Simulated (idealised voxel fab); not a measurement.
A process module follows: voxel wiring stack.
The figure presents cross-section cut, which has a width of 170 nm and is divided into square cells with an edge length of 5 nm.
Cross-section = grid of square cells, listed top down in bands; band = one or more rows.
Heads up on the band format: heights come first, top then bottom, in nm. After that it's the materials left to right, each with its width in nm. A single material flagged "throughout" fills the whole band edge to edge, and "empty" means there's empty space there.
Basically, 0 is our baseline, since under it the wafer straight out of the box is all one material. The bottom band has no lower end and keeps on going down, so it looks like "0 -> down".
When a width is written as two numbers, as in "30->40", the first number is the width in the top row of cells of the band and the second is the width in its bottom row, and the width changes by the same amount from each row to the next.
When a step is marked "same as before", none of the cells in the cross-section changed during that step.
Closed-off voids of 8+ cells (no open route to the top) go in "Enclosed internal cavities", written width x height at distance from the left edge, in nm.
Where a step's line continues beyond its settings, the continuation is a remark by the simulator itself on that step.
The line of a step may include "overlay nm". On a step with a mask, this value is how far to the right of its planned place the mask lay. A negative value means the mask lay to the left.

PLANNED PROCESS STEPS
1. RECEIVE (material Si)
2. CONFORMAL_DEP (material SiO2; thk nm 15)
3. CONFORMAL_DEP (material SiCN; thk nm 5)
4. DIRECTIONAL_DEP (material lowk; thk nm 25)
5. MASKED_ETCH (tone open; mask id METAL_1; width nm 25; pitch nm 55; etch materials lowk; depth nm 25; overlay nm 0)
6. MASKED_ETCH (tone open; mask id METAL_1; width nm 25; pitch nm 55; etch materials SiCN; depth nm 5; overlay nm 0)
7. CONFORMAL_DEP (material TiN; thk nm 5)
8. FILL_DEP (material Ru; thk nm 10)
9. CMP (height nm 45)
10. CONFORMAL_DEP (material SiCN; thk nm 5)
11. DIRECTIONAL_DEP (material SiO2; thk nm 35)
12. PATTERN (tone open; mask id METAL_2_HOLES; material resist; width nm 15; pitch nm 55; thk nm 15; overlay nm 0)
13. DIRECTIONAL_ETCH (etch materials SiO2; depth nm 35)
14. STRIP (etch materials resist)
15. DIRECTIONAL_DEP (material aC; thk nm 10)
16. PATTERN (tone open; mask id METAL_2; material resist; width nm 25; pitch nm 55; thk nm 30; overlay nm 0)
17. DIRECTIONAL_ETCH (etch materials aC; depth nm 10)
18. STRIP (etch materials resist)
19. DIRECTIONAL_ETCH (etch materials SiO2; depth nm 20)
20. DIRECTIONAL_ETCH (etch materials SiCN; depth nm 5)
21. STRIP (etch materials aC)
22. CONFORMAL_DEP (material TiN; thk nm 5)
23. FILL_DEP (material Cu; thk nm 5)
24. CMP (height nm 85)
25. CONFORMAL_DEP (material SiCN; thk nm 5)

SHOWN IN CROSS-SECTION IS THE WAFER AS RECEIVED, THAT IS, AS IT STANDS AFTER STEP 1
0 -> down = Si throughout
Enclosed internal cavities: none

RESULT OF THE MODULE, CROSS-SECTIONED: START PER ABOVE, PLAN PER ABOVE, ONE ERROR IN HOW IT WAS RUN
90 -> 85 = SiCN throughout
85 -> 70 = SiO2=15; TiN=5; Cu=15; TiN=5; SiO2=30; TiN=5; Cu=15; TiN=5; SiO2=30; TiN=5; Cu=15; TiN=5; SiO2=20
70 -> 65 = SiO2=15; TiN=5; Cu=5; TiN=15; SiO2=30; TiN=5; Cu=5; TiN=15; SiO2=30; TiN=5; Cu=5; TiN=15; SiO2=20
65 -> 50 = SiO2=15; TiN=5; Cu=5; TiN=5; SiO2=40; TiN=5; Cu=5; TiN=5; SiO2=40; TiN=5; Cu=5; TiN=5; SiO2=30
50 -> 45 = SiCN=15; TiN=15; SiCN=40; TiN=15; SiCN=40; TiN=15; SiCN=30
45 -> 35 = lowk=15; TiN=5; Ru=15; TiN=5; lowk=30; TiN=5; Ru=15; TiN=5; lowk=30; TiN=5; Ru=15; TiN=5; lowk=20
35 -> 30 = SiCN=15; TiN=25; SiCN=30; TiN=25; SiCN=30; TiN=25; SiCN=20
30 -> 0 = SiO2 throughout
0 -> down = Si throughout
Enclosed internal cavities: none
Against the plan, the run slipped here: the plan had its step 2 run twice
